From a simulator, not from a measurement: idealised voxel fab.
process module | voxel wiring stack
cross-section cut | 220 nm wide | cells 5 nm
A cross-section is a grid of square cells, given in bands from the top down. A band is one or more rows of cells.
Each band's line starts with the height of the band's top and of its bottom, in nm. Then come its materials from left to right, each with its width in nm. One material with "throughout" fills the band from edge to edge. "air" is empty space.
Height 0 is the level under which the wafer as received is all one material. The lowest band goes on downwards, as in "0 down".
A width such as "30 to 40" changes by the same amount from each row of cells to the next, from the band's top row to its bottom row.
"no change" after a step means that no cell of the cross-section changed.
closed voids: empty space of 8 cells or more with no open way to the top, each as width x height at its distance from the left edge, in nm
after a step's settings: what the simulator itself notes on the step
overlay nm, on a step with a mask: how far to the right of its planned place the mask lay; to the left if negative
plan
1 op RECEIVE | material Si
2 op CONFORMAL_DEP | material SiO2 | thk nm 10
3 op CONFORMAL_DEP | material SiN | thk nm 5
4 op DIRECTIONAL_DEP | material lowk | thk nm 20
5 op MASKED_ETCH | tone open | mask id METAL_1 | width nm 30 | pitch nm 50 | etch materials lowk | depth nm 20 | overlay nm 0
6 op MASKED_ETCH | tone open | mask id METAL_1 | width nm 30 | pitch nm 50 | etch materials SiN | depth nm 5 | overlay nm 0
7 op CONFORMAL_DEP | material TiN | thk nm 5
8 op FILL_DEP | material Cu | thk nm 10
9 op CMP | height nm 35
10 op EPI | material Ru | thk nm 5
11 op FILL_DEP | material SiCN | thk nm 5
12 op DIRECTIONAL_DEP | material lowk | thk nm 20
13 op MASKED_ETCH | tone open | mask id PLUG_1 | width nm 15 | etch materials lowk | depth nm 20 | overlay nm 0
14 op MASKED_ETCH | tone open | mask id PLUG_1 | width nm 15 | etch materials SiCN | depth nm 5 | overlay nm 0
15 op EPI | material Ru | thk nm 10
16 op EPI | material Ru | thk nm 10
17 op EPI | material Ru | thk nm 5
18 op CONFORMAL_DEP | material SiN | thk nm 5
19 op DIRECTIONAL_DEP | material lowk | thk nm 25
20 op MASKED_ETCH | tone open | mask id METAL_2 | width nm 30 | pitch nm 50 | etch materials lowk | depth nm 25 | overlay nm 0
21 op MASKED_ETCH | tone open | mask id METAL_2 | width nm 30 | pitch nm 50 | etch materials SiN | depth nm 5 | overlay nm 0
22 op CONFORMAL_DEP | material TiN | thk nm 5
23 op FILL_DEP | material W | thk nm 10
24 op CMP | height nm 95
25 op CONFORMAL_DEP | material SiCN | thk nm 5
26 op DIRECTIONAL_DEP | material SiO2 | thk nm 15
27 op PATTERN | tone open | mask id PLUG_2 | material resist | width nm 15 | pitch nm 50 | thk nm 20 | overlay nm 0
28 op DIRECTIONAL_ETCH | etch materials SiO2 | depth nm 15
29 op DIRECTIONAL_ETCH | etch materials SiCN | depth nm 5
30 op STRIP | etch materials resist
31 op EPI | material Ru | thk nm 10
32 op EPI | material Ru | thk nm 10
33 op CONFORMAL_DEP | material SiCN | thk nm 5
34 op DIRECTIONAL_DEP | material SiO2 | thk nm 15
35 op MASKED_ETCH | tone open | mask id METAL_3 | width nm 30 | pitch nm 50 | etch materials SiO2 | depth nm 15 | overlay nm 0
36 op MASKED_ETCH | tone open | mask id METAL_3 | width nm 30 | pitch nm 50 | etch materials SiCN | depth nm 5 | overlay nm 0
37 op CONFORMAL_DEP | material TiN | thk nm 5
38 op FILL_DEP | material W | thk nm 5
39 op CMP | height nm 135
40 op EPI | material Ru | thk nm 5
41 op FILL_DEP | material SiCN | thk nm 5
42 op DIRECTIONAL_DEP | material SiO2 | thk nm 10
43 op MASKED_ETCH | tone open | mask id PLUG_3 | width nm 15 | pitch nm 50 | etch materials SiO2 | depth nm 10 | overlay nm 0
44 op MASKED_ETCH | tone open | mask id PLUG_3 | width nm 15 | pitch nm 50 | etch materials SiCN | depth nm 5 | overlay nm 0
45 op EPI | material Ru | thk nm 10
46 op EPI | material Ru | thk nm 5
47 op CONFORMAL_DEP | material SiCN | thk nm 5
48 op DIRECTIONAL_DEP | material lowk | thk nm 15
49 op MASKED_ETCH | tone open | mask id METAL_4 | width nm 30 | pitch nm 50 | etch materials lowk | depth nm 15 | overlay nm 0
50 op MASKED_ETCH | tone open | mask id METAL_4 | width nm 30 | pitch nm 50 | etch materials SiCN | depth nm 5 | overlay nm 0
51 op CONFORMAL_DEP | material TiN | thk nm 5
52 op FILL_DEP | material W | thk nm 10
53 op CMP | height nm 175
54 op CONFORMAL_DEP | material SiCN | thk nm 5
first wafer, as planned
as received, after step 1
  0 down: Si throughout
  closed voids: none
after step 2
  10 to 0: SiO2 throughout
  below 0: unchanged
after step 3
  15 to 10: SiN throughout
  below 10: unchanged
after step 4
  35 to 15: lowk throughout
  below 15: unchanged
after step 5
  35 to 15: lowk 70 | air 30 | lowk 20 | air 30 | lowk 70
  below 15: unchanged
after step 6
  35 to 15: lowk 70 | air 30 | lowk 20 | air 30 | lowk 70
  15 to 10: SiN 70 | air 30 | SiN 20 | air 30 | SiN 70
  below 10: unchanged
after step 7
  40 to 35: TiN 75 | air 20 | TiN 30 | air 20 | TiN 75
  35 to 15: lowk 70 | TiN 5 | air 20 | TiN 5 | lowk 20 | TiN 5 | air 20 | TiN 5 | lowk 70
  15 to 10: SiN 70 | TiN 30 | SiN 20 | TiN 30 | SiN 70
  below 10: unchanged
after step 8
  50 to 40: Cu throughout
  40 to 35: TiN 75 | Cu 20 | TiN 30 | Cu 20 | TiN 75
  35 to 15: lowk 70 | TiN 5 | Cu 20 | TiN 5 | lowk 20 | TiN 5 | Cu 20 | TiN 5 | lowk 70
  below 15: unchanged
after step 9
  35 to 15: lowk 70 | TiN 5 | Cu 20 | TiN 5 | lowk 20 | TiN 5 | Cu 20 | TiN 5 | lowk 70
  below 15: unchanged
after step 10
  40 to 35: air 65 | Ru 40 | air 10 | Ru 40 | air 65
  below 35: unchanged
after step 11
  45 to 40: SiCN throughout
  40 to 35: SiCN 65 | Ru 40 | SiCN 10 | Ru 40 | SiCN 65
  below 35: unchanged
after step 12
  65 to 45: lowk throughout
  below 45: unchanged
after step 13
  65 to 45: lowk 70 | air 15 | lowk 135
  below 45: unchanged
after step 14
  65 to 45: lowk 70 | air 15 | lowk 135
  45 to 40: SiCN 70 | air 15 | SiCN 135
  below 40: unchanged
after step 15
  65 to 50: lowk 70 | air 15 | lowk 135
  50 to 45: lowk 70 | Ru 15 | lowk 135
  45 to 40: SiCN 70 | Ru 15 | SiCN 135
  below 40: unchanged
after step 16
  65 to 60: lowk 70 | air 15 | lowk 135
  60 to 45: lowk 70 | Ru 15 | lowk 135
  below 45: unchanged
after step 17
  65 to 45: lowk 70 | Ru 15 | lowk 135
  below 45: unchanged
after step 18
  70 to 65: SiN throughout
  below 65: unchanged
after step 19
  95 to 70: lowk throughout
  below 70: unchanged
after step 20
  95 to 70: lowk 70 | air 30 | lowk 20 | air 30 | lowk 70
  below 70: unchanged
after step 21
  95 to 70: lowk 70 | air 30 | lowk 20 | air 30 | lowk 70
  70 to 65: SiN 70 | air 30 | SiN 20 | air 30 | SiN 70
  below 65: unchanged
after step 22
  100 to 95: TiN 75 | air 20 | TiN 30 | air 20 | TiN 75
  95 to 70: lowk 70 | TiN 5 | air 20 | TiN 5 | lowk 20 | TiN 5 | air 20 | TiN 5 | lowk 70
  70 to 65: SiN 70 | TiN 30 | SiN 20 | TiN 30 | SiN 70
  below 65: unchanged
after step 23
  110 to 100: W throughout
  100 to 95: TiN 75 | W 20 | TiN 30 | W 20 | TiN 75
  95 to 70: lowk 70 | TiN 5 | W 20 | TiN 5 | lowk 20 | TiN 5 | W 20 | TiN 5 | lowk 70
  below 70: unchanged
after step 24
  95 to 70: lowk 70 | TiN 5 | W 20 | TiN 5 | lowk 20 | TiN 5 | W 20 | TiN 5 | lowk 70
  below 70: unchanged
after step 25
  100 to 95: SiCN throughout
  below 95: unchanged
after step 26
  115 to 100: SiO2 throughout
  below 100: unchanged
after step 27
  135 to 115: resist 70 | air 15 | resist 35 | air 15 | resist 85
  below 115: unchanged
after step 28
  135 to 115: resist 70 | air 15 | resist 35 | air 15 | resist 85
  115 to 100: SiO2 70 | air 15 | SiO2 35 | air 15 | SiO2 85
  below 100: unchanged
after step 29
  135 to 115: resist 70 | air 15 | resist 35 | air 15 | resist 85
  115 to 100: SiO2 70 | air 15 | SiO2 35 | air 15 | SiO2 85
  100 to 95: SiCN 70 | air 15 | SiCN 35 | air 15 | SiCN 85
  below 95: unchanged
after step 30
  115 to 100: SiO2 70 | air 15 | SiO2 35 | air 15 | SiO2 85
  below 100: unchanged
after step 31
  115 to 105: SiO2 70 | air 15 | SiO2 35 | air 15 | SiO2 85
  105 to 100: SiO2 70 | Ru 15 | SiO2 35 | Ru 15 | SiO2 85
  100 to 95: SiCN 70 | Ru 15 | SiCN 35 | Ru 15 | SiCN 85
  below 95: unchanged
after step 32
  115 to 100: SiO2 70 | Ru 15 | SiO2 35 | Ru 15 | SiO2 85
  below 100: unchanged
after step 33
  120 to 115: SiCN throughout
  below 115: unchanged
after step 34
  135 to 120: SiO2 throughout
  below 120: unchanged
after step 35
  135 to 120: SiO2 70 | air 30 | SiO2 20 | air 30 | SiO2 70
  below 120: unchanged
after step 36
  135 to 120: SiO2 70 | air 30 | SiO2 20 | air 30 | SiO2 70
  120 to 115: SiCN 70 | air 30 | SiCN 20 | air 30 | SiCN 70
  below 115: unchanged
after step 37
  140 to 135: TiN 75 | air 20 | TiN 30 | air 20 | TiN 75
  135 to 120: SiO2 70 | TiN 5 | air 20 | TiN 5 | SiO2 20 | TiN 5 | air 20 | TiN 5 | SiO2 70
  120 to 115: SiCN 70 | TiN 30 | SiCN 20 | TiN 30 | SiCN 70
  below 115: unchanged
after step 38
  145 to 140: W throughout
  140 to 135: TiN 75 | W 20 | TiN 30 | W 20 | TiN 75
  135 to 120: SiO2 70 | TiN 5 | W 20 | TiN 5 | SiO2 20 | TiN 5 | W 20 | TiN 5 | SiO2 70
  below 120: unchanged
after step 39
  135 to 120: SiO2 70 | TiN 5 | W 20 | TiN 5 | SiO2 20 | TiN 5 | W 20 | TiN 5 | SiO2 70
  below 120: unchanged
after step 40
  140 to 135: air 65 | Ru 40 | air 10 | Ru 40 | air 65
  below 135: unchanged
after step 41
  145 to 140: SiCN throughout
  140 to 135: SiCN 65 | Ru 40 | SiCN 10 | Ru 40 | SiCN 65
  below 135: unchanged
after step 42
  155 to 145: SiO2 throughout
  below 145: unchanged
after step 43
  155 to 145: SiO2 70 | air 15 | SiO2 35 | air 15 | SiO2 85
  below 145: unchanged
after step 44
  155 to 145: SiO2 70 | air 15 | SiO2 35 | air 15 | SiO2 85
  145 to 140: SiCN 70 | air 15 | SiCN 35 | air 15 | SiCN 85
  below 140: unchanged
after step 45
  155 to 150: SiO2 70 | air 15 | SiO2 35 | air 15 | SiO2 85
  150 to 145: SiO2 70 | Ru 15 | SiO2 35 | Ru 15 | SiO2 85
  145 to 135: SiCN 70 to 65 | Ru 15 to 40 | SiCN 35 to 10 | Ru 15 to 40 | SiCN 85 to 65
  below 135: unchanged
after step 46
  155 to 145: SiO2 70 | Ru 15 | SiO2 35 | Ru 15 | SiO2 85
  below 145: unchanged
after step 47
  160 to 155: SiCN throughout
  below 155: unchanged
after step 48
  175 to 160: lowk throughout
  below 160: unchanged
after step 49
  175 to 160: lowk 70 | air 30 | lowk 20 | air 30 | lowk 70
  below 160: unchanged
after step 50
  175 to 160: lowk 70 | air 30 | lowk 20 | air 30 | lowk 70
  160 to 155: SiCN 70 | air 30 | SiCN 20 | air 30 | SiCN 70
  below 155: unchanged
after step 51
  180 to 175: TiN 75 | air 20 | TiN 30 | air 20 | TiN 75
  175 to 160: lowk 70 | TiN 5 | air 20 | TiN 5 | lowk 20 | TiN 5 | air 20 | TiN 5 | lowk 70
  160 to 155: SiCN 70 | TiN 30 | SiCN 20 | TiN 30 | SiCN 70
  below 155: unchanged
after step 52
  190 to 180: W throughout
  180 to 175: TiN 75 | W 20 | TiN 30 | W 20 | TiN 75
  175 to 160: lowk 70 | TiN 5 | W 20 | TiN 5 | lowk 20 | TiN 5 | W 20 | TiN 5 | lowk 70
  below 160: unchanged
after step 53
  175 to 160: lowk 70 | TiN 5 | W 20 | TiN 5 | lowk 20 | TiN 5 | W 20 | TiN 5 | lowk 70
  below 160: unchanged
after step 54
  180 to 175: SiCN throughout
  below 175: unchanged
second wafer: like start, like plan, one mistake. Through step 49 it matches the first wafer
when step 50 should have ended
  175 to 160: lowk 70 | air 30 | lowk 20 | air 30 | lowk 70
  160 to 155: SiCN 80 | air 20 | SiCN 30 | air 20 | SiCN 70
  below 155: unchanged
when step 51 should have ended
  180 to 175: TiN 75 | air 20 | TiN 30 | air 20 | TiN 75
  175 to 165: lowk 70 | TiN 5 | air 20 | TiN 5 | lowk 20 | TiN 5 | air 20 | TiN 5 | lowk 70
  165 to 160: lowk 70 | TiN 15 | air 10 | TiN 5 | lowk 20 | TiN 15 | air 10 | TiN 5 | lowk 70
  160 to 155: SiCN 80 | TiN 20 | SiCN 30 | TiN 20 | SiCN 70
  below 155: unchanged
when step 52 should have ended
  190 to 180: W throughout
  180 to 175: TiN 75 | W 20 | TiN 30 | W 20 | TiN 75
  175 to 165: lowk 70 | TiN 5 | W 20 | TiN 5 | lowk 20 | TiN 5 | W 20 | TiN 5 | lowk 70
  165 to 160: lowk 70 | TiN 15 | W 10 | TiN 5 | lowk 20 | TiN 15 | W 10 | TiN 5 | lowk 70
  below 160: unchanged
when step 53 should have ended
  175 to 165: lowk 70 | TiN 5 | W 20 | TiN 5 | lowk 20 | TiN 5 | W 20 | TiN 5 | lowk 70
  below 165: unchanged
when step 54 should have ended
  180 to 175: SiCN throughout
  below 175: unchanged
what went wrong: step 50 ran as: op MASKED_ETCH | tone open | mask id METAL_4 | width nm 30 | pitch nm 50 | etch materials SiCN | depth nm 5 | overlay nm 10
at the end the second wafer has, in cells: 4 more of SiCN | 4 fewer of W
